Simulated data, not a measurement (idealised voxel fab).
process module | voxel lift off
cross-section cut | 205 nm wide | cells 5 nm
A cross-section is a grid of square cells, given in bands from the top down. A band is one or more rows of cells.
Each band's line starts with the height of the band's top and of its bottom, in nm. Then come its materials from left to right, each with its width in nm. One material with "throughout" fills the band from edge to edge. "air" is empty space.
Height 0 is the level under which the wafer as received is all one material. The lowest band goes on downwards, as in "0 down".
A width such as "30 to 40" changes by the same amount from each row of cells to the next, from the band's top row to its bottom row.
"no change" after a step means that no cell of the cross-section changed.
closed voids: empty space of 8 cells or more with no open way to the top, each as width x height at its distance from the left edge, in nm
after a step's settings: what the simulator itself notes on the step
overlay nm, on a step with a mask: how far to the right of its planned place the mask lay; to the left if negative
plan
1 op RECEIVE | material Si
2 op CONFORMAL_DEP | material Al2O3 | thk nm 15
3 op PATTERN | tone open | mask id LINES | material resist | width nm 30 | pitch nm 55 | thk nm 25 | overlay nm 0
4 op DIRECTIONAL_DEP | material Ru | thk nm 10
5 op STRIP | etch materials resist
6 op CONFORMAL_DEP | material SiN | thk nm 5
as received, after step 1
  0 down: Si throughout
  closed voids: none
first wafer at the end, as planned
  30 to 25: air 55 | SiN 40 | air 15 | SiN 40 | air 55
  25 to 20: air 55 | SiN 5 | Ru 30 | SiN 5 | air 15 | SiN 5 | Ru 30 | SiN 5 | air 55
  20 to 15: SiN 60 | Ru 30 | SiN 25 | Ru 30 | SiN 60
  15 to 0: Al2O3 throughout
  0 down: Si throughout
  closed voids: none
second wafer at the end: like start, like plan, one mistake
  25 to 20: air 55 | SiN 40 | air 15 | SiN 40 | air 55
  20 to 15: air 55 | SiN 5 | Ru 30 | SiN 5 | air 15 | SiN 5 | Ru 30 | SiN 5 | air 55
  15 to 10: SiN 60 | Ru 30 | SiN 25 | Ru 30 | SiN 60
  10 to 0: Al2O3 throughout
  0 down: Si throughout
  closed voids: none
what went wrong: step 2 ran as: op CONFORMAL_DEP | material Al2O3 | thk nm 10
at the end the second wafer has, in cells: 41 fewer of Al2O3
